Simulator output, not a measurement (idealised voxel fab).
process module | voxel capacitor over wiring
cross-section cut | 165 nm wide | cells 5 nm
A cross-section is a grid of square cells, given in bands from the top down. A band is one or more rows of cells.
Each band's line starts with the height of the band's top and of its bottom, in nm. Then come its materials from left to right, each with its width in nm. One material with "throughout" fills the band from edge to edge. "air" is empty space.
Height 0 is the level under which the wafer as received is all one material. The lowest band goes on downwards, as in "0 down".
A width such as "30 to 40" changes by the same amount from each row of cells to the next, from the band's top row to its bottom row.
"no change" after a step means that no cell of the cross-section changed.
closed voids: empty space of 8 cells or more with no open way to the top, each as width x height at its distance from the left edge, in nm
after a step's settings: what the simulator itself notes on the step
overlay nm, on a step with a mask: how far to the right of its planned place the mask lay; to the left if negative
plan
1 op RECEIVE | material Si
2 op CONFORMAL_DEP | material SiO2 | thk nm 10
3 op DIRECTIONAL_DEP | material TiN | thk nm 5
4 op DIRECTIONAL_DEP | material Ru | thk nm 25
5 op DIRECTIONAL_DEP | material aC | thk nm 15
6 op PATTERN | tone cover | mask id METAL_1 | material resist | width nm 20 | pitch nm 75 | thk nm 35 | overlay nm 0
7 op DIRECTIONAL_ETCH | etch materials aC | depth nm 15
8 op STRIP | etch materials resist
9 op DIRECTIONAL_ETCH | etch materials Ru | depth nm 25
10 op DIRECTIONAL_ETCH | etch materials TiN | depth nm 5
11 op STRIP | etch materials aC
12 op FILL_DEP | material SiO2 | thk nm 10
13 op CMP | height nm 40
14 op CONFORMAL_DEP | material SiCN | thk nm 5
15 op DIRECTIONAL_DEP | material SiO2 | thk nm 20
16 op DIRECTIONAL_DEP | material aC | thk nm 15
17 op PATTERN | tone open | mask id PLUG_1 | material resist | width nm 15 | thk nm 30 | overlay nm 0
18 op DIRECTIONAL_ETCH | etch materials aC | depth nm 15
19 op STRIP | etch materials resist
20 op DIRECTIONAL_ETCH | etch materials SiO2 | depth nm 20
21 op DIRECTIONAL_ETCH | etch materials SiCN | depth nm 5
22 op STRIP | etch materials aC
23 op EPI | material Ru | thk nm 10
24 op EPI | material Ru | thk nm 10
25 op EPI | material Ru | thk nm 5
26 op DIRECTIONAL_DEP | material TiN | thk nm 5
27 op DIRECTIONAL_DEP | material HfO2 | thk nm 5
28 op DIRECTIONAL_DEP | material TiN | thk nm 10
29 op MASKED_ETCH | tone cover | mask id UPPER_PLATE | width nm 60 | etch materials TiN | depth nm 10 | overlay nm 0
30 op MASKED_ETCH | tone cover | mask id UPPER_PLATE | width nm 60 | etch materials HfO2 | depth nm 5 | overlay nm 0
31 op MASKED_ETCH | tone cover | mask id LOWER_PLATE | width nm 70 | etch materials TiN | depth nm 5 | overlay nm 0
32 op FILL_DEP | material SiO2 | thk nm 20
33 op CMP | height nm 90
34 op MASKED_ETCH | tone open | mask id PLUG_2 | width nm 15 | etch materials SiO2 | depth nm 15 | overlay nm 0
35 op CONFORMAL_DEP | material TiN | thk nm 5
36 op FILL_DEP | material Cu | thk nm 10
37 op CMP | height nm 100
38 op CONFORMAL_DEP | material SiN | thk nm 5
varied across the wafers: height nm of step 33. The plan shows the first wafer's value. All wafers start alike
first wafer as received, after step 1
  0 down: Si throughout
  closed voids: none
each wafer at the end: cells of each material gained (+) or lost (-) since it was received, then its closed voids
height nm 90 | +34 Cu | +12 HfO2 | +55 Ru | +30 SiCN | +33 SiN | +448 SiO2 | +81 TiN | closed voids: none
height nm 95 | +2 Cu | +12 HfO2 | +55 Ru | +30 SiCN | +33 SiN | +478 SiO2 | +83 TiN | closed voids: none
height nm 100 | +2 Cu | +12 HfO2 | +55 Ru | +30 SiCN | +33 SiN | +508 SiO2 | +53 TiN | closed voids: none
height nm 105 | +1 Cu | +12 HfO2 | +55 Ru | +30 SiCN | +33 SiN | +511 SiO2 | +51 TiN | closed voids: none
